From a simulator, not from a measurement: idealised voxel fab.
process module | voxel transistor to metal
cross-section cut | 205 nm wide | cells 5 nm
A cross-section is a grid of square cells, given in bands from the top down. A band is one or more rows of cells.
Each band's line starts with the height of the band's top and of its bottom, in nm. Then come its materials from left to right, each with its width in nm. One material with "throughout" fills the band from edge to edge. "air" is empty space.
Height 0 is the level under which the wafer as received is all one material. The lowest band goes on downwards, as in "0 down".
A width such as "30 to 40" changes by the same amount from each row of cells to the next, from the band's top row to its bottom row.
"no change" after a step means that no cell of the cross-section changed.
closed voids: empty space of 8 cells or more with no open way to the top, each as width x height at its distance from the left edge, in nm
after a step's settings: what the simulator itself notes on the step
overlay nm, on a step with a mask: how far to the right of its planned place the mask lay; to the left if negative
plan
1 op RECEIVE | material Si
2 op CONFORMAL_DEP | material SiO2 | thk nm 5
3 op CONFORMAL_DEP | material SiN | thk nm 15
4 op PATTERN | tone cover | mask id ACTIVE | material resist | width nm 105 | thk nm 20 | overlay nm 0
5 op DIRECTIONAL_ETCH | etch materials SiN | depth nm 15
6 op DIRECTIONAL_ETCH | etch materials SiO2 | depth nm 5
7 op DIRECTIONAL_ETCH | etch materials Si | depth nm 30
8 op STRIP | etch materials resist
9 op OXIDIZE | depth nm 5
10 op FILL_DEP | material SiO2 | thk nm 15
11 op CMP | height nm 20
12 op SELECTIVE_ETCH | etch materials SiO2 | depth nm 15
13 op STRIP | etch materials SiN
14 op SELECTIVE_ETCH | etch materials SiO2 | depth nm 5
15 op OXIDIZE | depth nm 5
16 op DIRECTIONAL_DEP | material polySi | thk nm 25
17 op DIRECTIONAL_DEP | material SiCN | thk nm 10
18 op PATTERN | tone cover | mask id GATE | material resist | width nm 25 | thk nm 15 | overlay nm 0
19 op DIRECTIONAL_ETCH | etch materials SiCN | depth nm 20
20 op DIRECTIONAL_ETCH | etch materials polySi | depth nm 35
21 op STRIP | etch materials resist
22 op CONFORMAL_DEP | material SiN | thk nm 10
23 op DIRECTIONAL_ETCH | etch materials SiN | depth nm 10
24 op DIRECTIONAL_ETCH | etch materials SiO2 | depth nm 5
25 op EPI | material nSi | thk nm 5
26 op FILL_DEP | material SiO2 | thk nm 10
27 op CMP | height nm 25
28 op STRIP | etch materials polySi
29 op SELECTIVE_ETCH | etch materials SiO2 | depth nm 5
30 op CONFORMAL_DEP | material HfO2 | thk nm 5
31 op CONFORMAL_DEP | material TiN | thk nm 5
32 op FILL_DEP | material W | thk nm 10
33 op CMP | height nm 20
34 op DIRECTIONAL_DEP | material SiO2 | thk nm 15
35 op MASKED_ETCH | tone open | mask id CONTACT | width nm 15 | pitch nm 80 | etch materials SiO2 | depth nm 35 | overlay nm 0
36 op CONFORMAL_DEP | material TiN | thk nm 5
37 op FILL_DEP | material W | thk nm 5
38 op CMP | height nm 35
39 op DIRECTIONAL_DEP | material TiN | thk nm 5
40 op DIRECTIONAL_DEP | material W | thk nm 15
41 op DIRECTIONAL_DEP | material aC | thk nm 10
42 op PATTERN | tone cover | mask id METAL_1 | material resist | width nm 15 | pitch nm 80 | thk nm 25 | overlay nm 0
43 op DIRECTIONAL_ETCH | etch materials aC | depth nm 10
44 op STRIP | etch materials resist
45 op DIRECTIONAL_ETCH | etch materials W | depth nm 15
46 op DIRECTIONAL_ETCH | etch materials TiN | depth nm 5
47 op STRIP | etch materials aC
48 op CONFORMAL_DEP | material SiCN | thk nm 5
49 op FILL_DEP | material SiO2 | thk nm 10
50 op CMP | height nm 55
51 op CONFORMAL_DEP | material SiCN | thk nm 5
52 op DIRECTIONAL_DEP | material SiO2 | thk nm 30
53 op MASKED_ETCH | tone open | mask id METAL_2 | width nm 15 | pitch nm 80 | etch materials SiO2 | depth nm 20 | overlay nm 0
54 op DIRECTIONAL_DEP | material aC | thk nm 15
55 op PATTERN | tone open | mask id METAL_2_HOLES | material resist | width nm 15 | pitch nm 80 | thk nm 35 | overlay nm 0
56 op DIRECTIONAL_ETCH | etch materials aC | depth nm 15
57 op STRIP | etch materials resist
58 op DIRECTIONAL_ETCH | etch materials SiO2 | depth nm 10
59 op DIRECTIONAL_ETCH | etch materials SiCN | depth nm 5
60 op STRIP | etch materials aC
61 op CONFORMAL_DEP | material TiN | thk nm 5
62 op FILL_DEP | material Cu | thk nm 5
63 op CMP | height nm 90
64 op CONFORMAL_DEP | material SiCN | thk nm 5
first wafer, as planned
as received, after step 1
  0 down: Si throughout
  closed voids: none
after step 2
  5 to 0: SiO2 throughout
  below 0: unchanged
after step 3
  20 to 5: SiN throughout
  below 5: unchanged
after step 4
  40 to 20: air 50 | resist 105 | air 50
  below 20: unchanged
after step 5
  40 to 20: air 50 | resist 105 | air 50
  20 to 5: air 50 | SiN 105 | air 50
  below 5: unchanged
after step 6
  40 to 20: air 50 | resist 105 | air 50
  20 to 5: air 50 | SiN 105 | air 50
  5 to 0: air 50 | SiO2 105 | air 50
  below 0: unchanged
after step 7
  40 to 20: air 50 | resist 105 | air 50
  20 to 5: air 50 | SiN 105 | air 50
  5 to 0: air 50 | SiO2 105 | air 50
  0 to -30: air 50 | Si 105 | air 50
  below -30: unchanged
after step 8
  20 to 5: air 50 | SiN 105 | air 50
  below 5: unchanged
after step 9
  20 to 5: air 50 | SiN 105 | air 50
  5 to 0: air 50 | SiO2 105 | air 50
  0 to -30: air 50 | SiO2 5 | Si 95 | SiO2 5 | air 50
  -30 to -35: SiO2 55 | Si 95 | SiO2 55
  below -35: unchanged
after step 10
  35 to 20: SiO2 throughout
  20 to 5: SiO2 50 | SiN 105 | SiO2 50
  5 to 0: SiO2 throughout
  0 to -35: SiO2 55 | Si 95 | SiO2 55
  below -35: unchanged
after step 11
  20 to 5: SiO2 50 | SiN 105 | SiO2 50
  below 5: unchanged
after step 12
  20 to 5: air 50 | SiN 105 | air 50
  below 5: unchanged
after step 13
  5 to 0: SiO2 throughout
  below 0: unchanged
after step 14
  0 to -35: SiO2 55 | Si 95 | SiO2 55
  below -35: unchanged
after step 15
  0 to -5: SiO2 throughout
  below -5: unchanged
after step 16
  25 to 0: polySi throughout
  below 0: unchanged
after step 17
  35 to 25: SiCN throughout
  below 25: unchanged
after step 18
  50 to 35: air 90 | resist 25 | air 90
  below 35: unchanged
after step 19
  50 to 35: air 90 | resist 25 | air 90
  35 to 25: air 90 | SiCN 25 | air 90
  below 25: unchanged
after step 20
  50 to 35: air 90 | resist 25 | air 90
  35 to 25: air 90 | SiCN 25 | air 90
  25 to 0: air 90 | polySi 25 | air 90
  below 0: unchanged
after step 21
  35 to 25: air 90 | SiCN 25 | air 90
  below 25: unchanged
after step 22
  45 to 35: air 80 | SiN 45 | air 80
  35 to 25: air 80 | SiN 10 | SiCN 25 | SiN 10 | air 80
  25 to 10: air 80 | SiN 10 | polySi 25 | SiN 10 | air 80
  10 to 0: SiN 90 | polySi 25 | SiN 90
  below 0: unchanged
after step 23
  35 to 25: air 80 | SiN 10 | SiCN 25 | SiN 10 | air 80
  25 to 0: air 80 | SiN 10 | polySi 25 | SiN 10 | air 80
  below 0: unchanged
after step 24
  35 to 25: air 80 | SiN 10 | SiCN 25 | SiN 10 | air 80
  25 to 0: air 80 | SiN 10 | polySi 25 | SiN 10 | air 80
  0 to -5: air 80 | SiO2 45 | air 80
  below -5: unchanged
after step 25
  35 to 25: air 80 | SiN 10 | SiCN 25 | SiN 10 | air 80
  25 to 0: air 80 | SiN 10 | polySi 25 | SiN 10 | air 80
  0 to -5: air 50 | nSi 30 | SiO2 45 | nSi 30 | air 50
  below -5: unchanged
after step 26
  45 to 35: SiO2 throughout
  35 to 25: SiO2 80 | SiN 10 | SiCN 25 | SiN 10 | SiO2 80
  25 to 0: SiO2 80 | SiN 10 | polySi 25 | SiN 10 | SiO2 80
  0 to -5: SiO2 50 | nSi 30 | SiO2 45 | nSi 30 | SiO2 50
  below -5: unchanged
after step 27
  25 to 0: SiO2 80 | SiN 10 | polySi 25 | SiN 10 | SiO2 80
  below 0: unchanged
after step 28
  25 to 0: SiO2 80 | SiN 10 | air 25 | SiN 10 | SiO2 80
  below 0: unchanged
after step 29
  25 to 20: air 80 | SiN 10 | air 25 | SiN 10 | air 80
  20 to 0: SiO2 80 | SiN 10 | air 25 | SiN 10 | SiO2 80
  0 to -5: SiO2 50 | nSi 30 | SiO2 5 | air 35 | SiO2 5 | nSi 30 | SiO2 50
  below -5: unchanged
after step 30
  30 to 25: air 75 | HfO2 20 | air 15 | HfO2 20 | air 75
  25 to 20: HfO2 80 | SiN 10 | HfO2 5 | air 15 | HfO2 5 | SiN 10 | HfO2 80
  20 to 0: SiO2 80 | SiN 10 | HfO2 5 | air 15 | HfO2 5 | SiN 10 | SiO2 80
  0 to -5: SiO2 50 | nSi 30 | SiO2 5 | HfO2 35 | SiO2 5 | nSi 30 | SiO2 50
  below -5: unchanged
after step 31
  35 to 30: air 70 | TiN 30 | air 5 | TiN 30 | air 70
  30 to 25: TiN 75 | HfO2 20 | TiN 5 | air 5 | TiN 5 | HfO2 20 | TiN 75
  25 to 20: HfO2 80 | SiN 10 | HfO2 5 | TiN 5 | air 5 | TiN 5 | HfO2 5 | SiN 10 | HfO2 80
  20 to 5: SiO2 80 | SiN 10 | HfO2 5 | TiN 5 | air 5 | TiN 5 | HfO2 5 | SiN 10 | SiO2 80
  5 to 0: SiO2 80 | SiN 10 | HfO2 5 | TiN 15 | HfO2 5 | SiN 10 | SiO2 80
  below 0: unchanged
after step 32
  45 to 35: W throughout
  35 to 30: W 70 | TiN 30 | W 5 | TiN 30 | W 70
  30 to 25: TiN 75 | HfO2 20 | TiN 5 | W 5 | TiN 5 | HfO2 20 | TiN 75
  25 to 20: HfO2 80 | SiN 10 | HfO2 5 | TiN 5 | W 5 | TiN 5 | HfO2 5 | SiN 10 | HfO2 80
  20 to 5: SiO2 80 | SiN 10 | HfO2 5 | TiN 5 | W 5 | TiN 5 | HfO2 5 | SiN 10 | SiO2 80
  below 5: unchanged
after step 33
  20 to 5: SiO2 80 | SiN 10 | HfO2 5 | TiN 5 | W 5 | TiN 5 | HfO2 5 | SiN 10 | SiO2 80
  below 5: unchanged
after step 34
  35 to 20: SiO2 throughout
  below 20: unchanged
after step 35
  35 to 20: SiO2 55 | air 15 | SiO2 65 | air 15 | SiO2 55
  20 to 5: SiO2 55 | air 15 | SiO2 10 | SiN 10 | HfO2 5 | TiN 5 | W 5 | TiN 5 | HfO2 5 | SiN 10 | SiO2 10 | air 15 | SiO2 55
  5 to 0: SiO2 55 | air 15 | SiO2 10 | SiN 10 | HfO2 5 | TiN 15 | HfO2 5 | SiN 10 | SiO2 10 | air 15 | SiO2 55
  below 0: unchanged
after step 36
  40 to 35: TiN 60 | air 5 | TiN 75 | air 5 | TiN 60
  35 to 20: SiO2 55 | TiN 5 | air 5 | TiN 5 | SiO2 65 | TiN 5 | air 5 | TiN 5 | SiO2 55
  20 to 5: SiO2 55 | TiN 5 | air 5 | TiN 5 | SiO2 10 | SiN 10 | HfO2 5 | TiN 5 | W 5 | TiN 5 | HfO2 5 | SiN 10 | SiO2 10 | TiN 5 | air 5 | TiN 5 | SiO2 55
  5 to 0: SiO2 55 | TiN 15 | SiO2 10 | SiN 10 | HfO2 5 | TiN 15 | HfO2 5 | SiN 10 | SiO2 10 | TiN 15 | SiO2 55
  below 0: unchanged
after step 37
  45 to 40: W throughout
  40 to 35: TiN 60 | W 5 | TiN 75 | W 5 | TiN 60
  35 to 20: SiO2 55 | TiN 5 | W 5 | TiN 5 | SiO2 65 | TiN 5 | W 5 | TiN 5 | SiO2 55
  20 to 5: SiO2 55 | TiN 5 | W 5 | TiN 5 | SiO2 10 | SiN 10 | HfO2 5 | TiN 5 | W 5 | TiN 5 | HfO2 5 | SiN 10 | SiO2 10 | TiN 5 | W 5 | TiN 5 | SiO2 55
  below 5: unchanged
after step 38
  35 to 20: SiO2 55 | TiN 5 | W 5 | TiN 5 | SiO2 65 | TiN 5 | W 5 | TiN 5 | SiO2 55
  below 20: unchanged
after step 39
  40 to 35: TiN throughout
  below 35: unchanged
after step 40
  55 to 40: W throughout
  below 40: unchanged
after step 41
  65 to 55: aC throughout
  below 55: unchanged
after step 42
  90 to 65: air 55 | resist 15 | air 65 | resist 15 | air 55
  below 65: unchanged
after step 43
  80 to 65: air 55 | resist 15 | air 65 | resist 15 | air 55
  65 to 55: air 55 | aC 15 | air 65 | aC 15 | air 55
  below 55: unchanged
after step 44
  65 to 55: air 55 | aC 15 | air 65 | aC 15 | air 55
  below 55: unchanged
after step 45
  65 to 55: air 55 | aC 15 | air 65 | aC 15 | air 55
  55 to 40: air 55 | W 15 | air 65 | W 15 | air 55
  below 40: unchanged
after step 46
  65 to 55: air 55 | aC 15 | air 65 | aC 15 | air 55
  55 to 40: air 55 | W 15 | air 65 | W 15 | air 55
  40 to 35: air 55 | TiN 15 | air 65 | TiN 15 | air 55
  below 35: unchanged
after step 47
  55 to 40: air 55 | W 15 | air 65 | W 15 | air 55
  below 40: unchanged
after step 48
  60 to 55: air 50 | SiCN 25 | air 55 | SiCN 25 | air 50
  55 to 40: air 50 | SiCN 5 | W 15 | SiCN 5 | air 55 | SiCN 5 | W 15 | SiCN 5 | air 50
  40 to 35: SiCN 55 | TiN 15 | SiCN 65 | TiN 15 | SiCN 55
  below 35: unchanged
after step 49
  70 to 60: SiO2 throughout
  60 to 55: SiO2 50 | SiCN 25 | SiO2 55 | SiCN 25 | SiO2 50
  55 to 40: SiO2 50 | SiCN 5 | W 15 | SiCN 5 | SiO2 55 | SiCN 5 | W 15 | SiCN 5 | SiO2 50
  below 40: unchanged
after step 50
  55 to 40: SiO2 50 | SiCN 5 | W 15 | SiCN 5 | SiO2 55 | SiCN 5 | W 15 | SiCN 5 | SiO2 50
  below 40: unchanged
after step 51
  60 to 55: SiCN throughout
  below 55: unchanged
after step 52
  90 to 60: SiO2 throughout
  below 60: unchanged
after step 53
  90 to 70: SiO2 55 | air 15 | SiO2 65 | air 15 | SiO2 55
  below 70: unchanged
after step 54
  105 to 90: aC 55 | air 15 | aC 65 | air 15 | aC 55
  90 to 85: SiO2 55 | air 15 | SiO2 65 | air 15 | SiO2 55
  85 to 70: SiO2 55 | aC 15 | SiO2 65 | aC 15 | SiO2 55
  below 70: unchanged
after step 55
  140 to 105: resist 55 | air 15 | resist 65 | air 15 | resist 55
  below 105: unchanged
after step 56
  125 to 105: resist 55 | air 15 | resist 65 | air 15 | resist 55
  105 to 90: aC 55 | air 15 | aC 65 | air 15 | aC 55
  90 to 70: SiO2 55 | air 15 | SiO2 65 | air 15 | SiO2 55
  below 70: unchanged
after step 57
  105 to 90: aC 55 | air 15 | aC 65 | air 15 | aC 55
  below 90: unchanged
after step 58
  105 to 90: aC 55 | air 15 | aC 65 | air 15 | aC 55
  90 to 60: SiO2 55 | air 15 | SiO2 65 | air 15 | SiO2 55
  below 60: unchanged
after step 59
  105 to 90: aC 55 | air 15 | aC 65 | air 15 | aC 55
  90 to 60: SiO2 55 | air 15 | SiO2 65 | air 15 | SiO2 55
  60 to 55: SiCN 55 | air 15 | SiCN 65 | air 15 | SiCN 55
  below 55: unchanged
after step 60
  90 to 60: SiO2 55 | air 15 | SiO2 65 | air 15 | SiO2 55
  below 60: unchanged
after step 61
  95 to 90: TiN 60 | air 5 | TiN 75 | air 5 | TiN 60
  90 to 60: SiO2 55 | TiN 5 | air 5 | TiN 5 | SiO2 65 | TiN 5 | air 5 | TiN 5 | SiO2 55
  60 to 55: SiCN 55 | TiN 15 | SiCN 65 | TiN 15 | SiCN 55
  below 55: unchanged
after step 62
  100 to 95: Cu throughout
  95 to 90: TiN 60 | Cu 5 | TiN 75 | Cu 5 | TiN 60
  90 to 60: SiO2 55 | TiN 5 | Cu 5 | TiN 5 | SiO2 65 | TiN 5 | Cu 5 | TiN 5 | SiO2 55
  below 60: unchanged
after step 63
  90 to 60: SiO2 55 | TiN 5 | Cu 5 | TiN 5 | SiO2 65 | TiN 5 | Cu 5 | TiN 5 | SiO2 55
  below 60: unchanged
after step 64
  95 to 90: SiCN throughout
  below 90: unchanged
second wafer: like start, like plan, one mistake. Through step 11 it matches the first wafer
when step 12 should have ended
  20 to 5: air 50 | SiN 105 | air 50
  5 to 0: air 65 | SiO2 75 | air 65
  0 to -10: air 55 | Si 95 | air 55
  below -10: unchanged
when step 13 should have ended
  5 to 0: air 65 | SiO2 75 | air 65
  below 0: unchanged
when step 14 should have ended
  0 to -15: air 55 | Si 95 | air 55
  below -15: unchanged
when step 15 should have ended
  0 to -5: air 55 | SiO2 95 | air 55
  -5 to -15: air 55 | SiO2 5 | Si 85 | SiO2 5 | air 55
  -15 to -20: SiO2 60 | Si 85 | SiO2 60
  below -20: unchanged
when step 16 should have ended
  25 to 10: air 55 | polySi 95 | air 55
  10 to 0: polySi throughout
  0 to -5: polySi 55 | SiO2 95 | polySi 55
  -5 to -15: polySi 55 | SiO2 5 | Si 85 | SiO2 5 | polySi 55
  below -15: unchanged
when step 17 should have ended
  35 to 25: air 55 | SiCN 95 | air 55
  25 to 20: air 55 | polySi 95 | air 55
  20 to 10: SiCN 55 | polySi 95 | SiCN 55
  below 10: unchanged
when step 18 should have ended
  50 to 35: air 90 | resist 25 | air 90
  below 35: unchanged
when step 19 should have ended
  50 to 35: air 90 | resist 25 | air 90
  35 to 25: air 90 | SiCN 25 | air 90
  25 to 10: air 55 | polySi 95 | air 55
  below 10: unchanged
when step 20 should have ended
  50 to 35: air 90 | resist 25 | air 90
  35 to 25: air 90 | SiCN 25 | air 90
  25 to 0: air 90 | polySi 25 | air 90
  0 to -5: air 55 | SiO2 95 | air 55
  -5 to -15: air 55 | SiO2 5 | Si 85 | SiO2 5 | air 55
  below -15: unchanged
when step 21 should have ended
  35 to 25: air 90 | SiCN 25 | air 90
  below 25: unchanged
when step 22 should have ended
  45 to 35: air 80 | SiN 45 | air 80
  35 to 25: air 80 | SiN 10 | SiCN 25 | SiN 10 | air 80
  25 to 10: air 80 | SiN 10 | polySi 25 | SiN 10 | air 80
  10 to 0: air 45 | SiN 45 | polySi 25 | SiN 45 | air 45
  0 to -5: air 45 | SiN 10 | SiO2 95 | SiN 10 | air 45
  -5 to -15: SiN 55 | SiO2 5 | Si 85 | SiO2 5 | SiN 55
  below -15: unchanged
when step 23 should have ended
  35 to 25: air 80 | SiN 10 | SiCN 25 | SiN 10 | air 80
  25 to 0: air 80 | SiN 10 | polySi 25 | SiN 10 | air 80
  0 to -5: air 45 | SiN 10 | SiO2 95 | SiN 10 | air 45
  -5 to -15: air 45 | SiN 10 | SiO2 5 | Si 85 | SiO2 5 | SiN 10 | air 45
  below -15: unchanged
when step 24 should have ended
  35 to 25: air 80 | SiN 10 | SiCN 25 | SiN 10 | air 80
  25 to 0: air 80 | SiN 10 | polySi 25 | SiN 10 | air 80
  0 to -5: air 45 | SiN 10 | air 25 | SiO2 45 | air 25 | SiN 10 | air 45
  -5 to -15: air 45 | SiN 10 | SiO2 5 | Si 85 | SiO2 5 | SiN 10 | air 45
  -15 to -20: air 45 | SiO2 15 | Si 85 | SiO2 15 | air 45
  below -20: unchanged
when step 25 should have ended
  35 to 25: air 80 | SiN 10 | SiCN 25 | SiN 10 | air 80
  25 to 0: air 80 | SiN 10 | polySi 25 | SiN 10 | air 80
  0 to -5: air 45 | SiN 10 | nSi 25 | SiO2 45 | nSi 25 | SiN 10 | air 45
  below -5: unchanged
when step 26 should have ended
  45 to 35: SiO2 throughout
  35 to 25: SiO2 80 | SiN 10 | SiCN 25 | SiN 10 | SiO2 80
  25 to 0: SiO2 80 | SiN 10 | polySi 25 | SiN 10 | SiO2 80
  0 to -5: SiO2 45 | SiN 10 | nSi 25 | SiO2 45 | nSi 25 | SiN 10 | SiO2 45
  -5 to -15: SiO2 45 | SiN 10 | SiO2 5 | Si 85 | SiO2 5 | SiN 10 | SiO2 45
  -15 to -20: SiO2 60 | Si 85 | SiO2 60
  below -20: unchanged
when step 27 should have ended
  25 to 0: SiO2 80 | SiN 10 | polySi 25 | SiN 10 | SiO2 80
  below 0: unchanged
when step 28 should have ended
  25 to 0: SiO2 80 | SiN 10 | air 25 | SiN 10 | SiO2 80
  below 0: unchanged
when step 29 should have ended
  25 to 20: air 80 | SiN 10 | air 25 | SiN 10 | air 80
  20 to 0: SiO2 80 | SiN 10 | air 25 | SiN 10 | SiO2 80
  0 to -5: SiO2 45 | SiN 10 | nSi 25 | SiO2 5 | air 35 | SiO2 5 | nSi 25 | SiN 10 | SiO2 45
  below -5: unchanged
when step 30 should have ended
  30 to 25: air 75 | HfO2 20 | air 15 | HfO2 20 | air 75
  25 to 20: HfO2 80 | SiN 10 | HfO2 5 | air 15 | HfO2 5 | SiN 10 | HfO2 80
  20 to 0: SiO2 80 | SiN 10 | HfO2 5 | air 15 | HfO2 5 | SiN 10 | SiO2 80
  0 to -5: SiO2 45 | SiN 10 | nSi 25 | SiO2 5 | HfO2 35 | SiO2 5 | nSi 25 | SiN 10 | SiO2 45
  below -5: unchanged
when step 31 should have ended
  35 to 30: air 70 | TiN 30 | air 5 | TiN 30 | air 70
  30 to 25: TiN 75 | HfO2 20 | TiN 5 | air 5 | TiN 5 | HfO2 20 | TiN 75
  25 to 20: HfO2 80 | SiN 10 | HfO2 5 | TiN 5 | air 5 | TiN 5 | HfO2 5 | SiN 10 | HfO2 80
  20 to 5: SiO2 80 | SiN 10 | HfO2 5 | TiN 5 | air 5 | TiN 5 | HfO2 5 | SiN 10 | SiO2 80
  5 to 0: SiO2 80 | SiN 10 | HfO2 5 | TiN 15 | HfO2 5 | SiN 10 | SiO2 80
  below 0: unchanged
when step 32 should have ended
  45 to 35: W throughout
  35 to 30: W 70 | TiN 30 | W 5 | TiN 30 | W 70
  30 to 25: TiN 75 | HfO2 20 | TiN 5 | W 5 | TiN 5 | HfO2 20 | TiN 75
  25 to 20: HfO2 80 | SiN 10 | HfO2 5 | TiN 5 | W 5 | TiN 5 | HfO2 5 | SiN 10 | HfO2 80
  20 to 5: SiO2 80 | SiN 10 | HfO2 5 | TiN 5 | W 5 | TiN 5 | HfO2 5 | SiN 10 | SiO2 80
  below 5: unchanged
when step 33 should have ended
  20 to 5: SiO2 80 | SiN 10 | HfO2 5 | TiN 5 | W 5 | TiN 5 | HfO2 5 | SiN 10 | SiO2 80
  below 5: unchanged
when step 34 should have ended
  35 to 20: SiO2 throughout
  below 20: unchanged
when step 35 should have ended
  35 to 20: SiO2 55 | air 15 | SiO2 65 | air 15 | SiO2 55
  20 to 5: SiO2 55 | air 15 | SiO2 10 | SiN 10 | HfO2 5 | TiN 5 | W 5 | TiN 5 | HfO2 5 | SiN 10 | SiO2 10 | air 15 | SiO2 55
  5 to 0: SiO2 55 | air 15 | SiO2 10 | SiN 10 | HfO2 5 | TiN 15 | HfO2 5 | SiN 10 | SiO2 10 | air 15 | SiO2 55
  below 0: unchanged
when step 36 should have ended
  40 to 35: TiN 60 | air 5 | TiN 75 | air 5 | TiN 60
  35 to 20: SiO2 55 | TiN 5 | air 5 | TiN 5 | SiO2 65 | TiN 5 | air 5 | TiN 5 | SiO2 55
  20 to 5: SiO2 55 | TiN 5 | air 5 | TiN 5 | SiO2 10 | SiN 10 | HfO2 5 | TiN 5 | W 5 | TiN 5 | HfO2 5 | SiN 10 | SiO2 10 | TiN 5 | air 5 | TiN 5 | SiO2 55
  5 to 0: SiO2 55 | TiN 15 | SiO2 10 | SiN 10 | HfO2 5 | TiN 15 | HfO2 5 | SiN 10 | SiO2 10 | TiN 15 | SiO2 55
  below 0: unchanged
when step 37 should have ended
  45 to 40: W throughout
  40 to 35: TiN 60 | W 5 | TiN 75 | W 5 | TiN 60
  35 to 20: SiO2 55 | TiN 5 | W 5 | TiN 5 | SiO2 65 | TiN 5 | W 5 | TiN 5 | SiO2 55
  20 to 5: SiO2 55 | TiN 5 | W 5 | TiN 5 | SiO2 10 | SiN 10 | HfO2 5 | TiN 5 | W 5 | TiN 5 | HfO2 5 | SiN 10 | SiO2 10 | TiN 5 | W 5 | TiN 5 | SiO2 55
  below 5: unchanged
when step 38 should have ended
  35 to 20: SiO2 55 | TiN 5 | W 5 | TiN 5 | SiO2 65 | TiN 5 | W 5 | TiN 5 | SiO2 55
  below 20: unchanged
when step 39 should have ended
  40 to 35: TiN throughout
  below 35: unchanged
when step 40 should have ended
  55 to 40: W throughout
  below 40: unchanged
when step 41 should have ended
  65 to 55: aC throughout
  below 55: unchanged
when step 42 should have ended
  90 to 65: air 55 | resist 15 | air 65 | resist 15 | air 55
  below 65: unchanged
when step 43 should have ended
  80 to 65: air 55 | resist 15 | air 65 | resist 15 | air 55
  65 to 55: air 55 | aC 15 | air 65 | aC 15 | air 55
  below 55: unchanged
when step 44 should have ended
  65 to 55: air 55 | aC 15 | air 65 | aC 15 | air 55
  below 55: unchanged
when step 45 should have ended
  65 to 55: air 55 | aC 15 | air 65 | aC 15 | air 55
  55 to 40: air 55 | W 15 | air 65 | W 15 | air 55
  below 40: unchanged
when step 46 should have ended
  65 to 55: air 55 | aC 15 | air 65 | aC 15 | air 55
  55 to 40: air 55 | W 15 | air 65 | W 15 | air 55
  40 to 35: air 55 | TiN 15 | air 65 | TiN 15 | air 55
  below 35: unchanged
when step 47 should have ended
  55 to 40: air 55 | W 15 | air 65 | W 15 | air 55
  below 40: unchanged
when step 48 should have ended
  60 to 55: air 50 | SiCN 25 | air 55 | SiCN 25 | air 50
  55 to 40: air 50 | SiCN 5 | W 15 | SiCN 5 | air 55 | SiCN 5 | W 15 | SiCN 5 | air 50
  40 to 35: SiCN 55 | TiN 15 | SiCN 65 | TiN 15 | SiCN 55
  below 35: unchanged
when step 49 should have ended
  70 to 60: SiO2 throughout
  60 to 55: SiO2 50 | SiCN 25 | SiO2 55 | SiCN 25 | SiO2 50
  55 to 40: SiO2 50 | SiCN 5 | W 15 | SiCN 5 | SiO2 55 | SiCN 5 | W 15 | SiCN 5 | SiO2 50
  below 40: unchanged
when step 50 should have ended
  55 to 40: SiO2 50 | SiCN 5 | W 15 | SiCN 5 | SiO2 55 | SiCN 5 | W 15 | SiCN 5 | SiO2 50
  below 40: unchanged
when step 51 should have ended
  60 to 55: SiCN throughout
  below 55: unchanged
when step 52 should have ended
  90 to 60: SiO2 throughout
  below 60: unchanged
when step 53 should have ended
  90 to 70: SiO2 55 | air 15 | SiO2 65 | air 15 | SiO2 55
  below 70: unchanged
when step 54 should have ended
  105 to 90: aC 55 | air 15 | aC 65 | air 15 | aC 55
  90 to 85: SiO2 55 | air 15 | SiO2 65 | air 15 | SiO2 55
  85 to 70: SiO2 55 | aC 15 | SiO2 65 | aC 15 | SiO2 55
  below 70: unchanged
when step 55 should have ended
  140 to 105: resist 55 | air 15 | resist 65 | air 15 | resist 55
  below 105: unchanged
when step 56 should have ended
  125 to 105: resist 55 | air 15 | resist 65 | air 15 | resist 55
  105 to 90: aC 55 | air 15 | aC 65 | air 15 | aC 55
  90 to 70: SiO2 55 | air 15 | SiO2 65 | air 15 | SiO2 55
  below 70: unchanged
when step 57 should have ended
  105 to 90: aC 55 | air 15 | aC 65 | air 15 | aC 55
  below 90: unchanged
when step 58 should have ended
  105 to 90: aC 55 | air 15 | aC 65 | air 15 | aC 55
  90 to 60: SiO2 55 | air 15 | SiO2 65 | air 15 | SiO2 55
  below 60: unchanged
when step 59 should have ended
  105 to 90: aC 55 | air 15 | aC 65 | air 15 | aC 55
  90 to 60: SiO2 55 | air 15 | SiO2 65 | air 15 | SiO2 55
  60 to 55: SiCN 55 | air 15 | SiCN 65 | air 15 | SiCN 55
  below 55: unchanged
when step 60 should have ended
  90 to 60: SiO2 55 | air 15 | SiO2 65 | air 15 | SiO2 55
  below 60: unchanged
when step 61 should have ended
  95 to 90: TiN 60 | air 5 | TiN 75 | air 5 | TiN 60
  90 to 60: SiO2 55 | TiN 5 | air 5 | TiN 5 | SiO2 65 | TiN 5 | air 5 | TiN 5 | SiO2 55
  60 to 55: SiCN 55 | TiN 15 | SiCN 65 | TiN 15 | SiCN 55
  below 55: unchanged
when step 62 should have ended
  100 to 95: Cu throughout
  95 to 90: TiN 60 | Cu 5 | TiN 75 | Cu 5 | TiN 60
  90 to 60: SiO2 55 | TiN 5 | Cu 5 | TiN 5 | SiO2 65 | TiN 5 | Cu 5 | TiN 5 | SiO2 55
  below 60: unchanged
when step 63 should have ended
  90 to 60: SiO2 55 | TiN 5 | Cu 5 | TiN 5 | SiO2 65 | TiN 5 | Cu 5 | TiN 5 | SiO2 55
  below 60: unchanged
when step 64 should have ended
  95 to 90: SiCN throughout
  below 90: unchanged
what went wrong: step 12 was run twice
at the end the second wafer has, in cells: 6 fewer of Si | 12 more of SiN | 4 fewer of SiO2 | 2 fewer of nSi
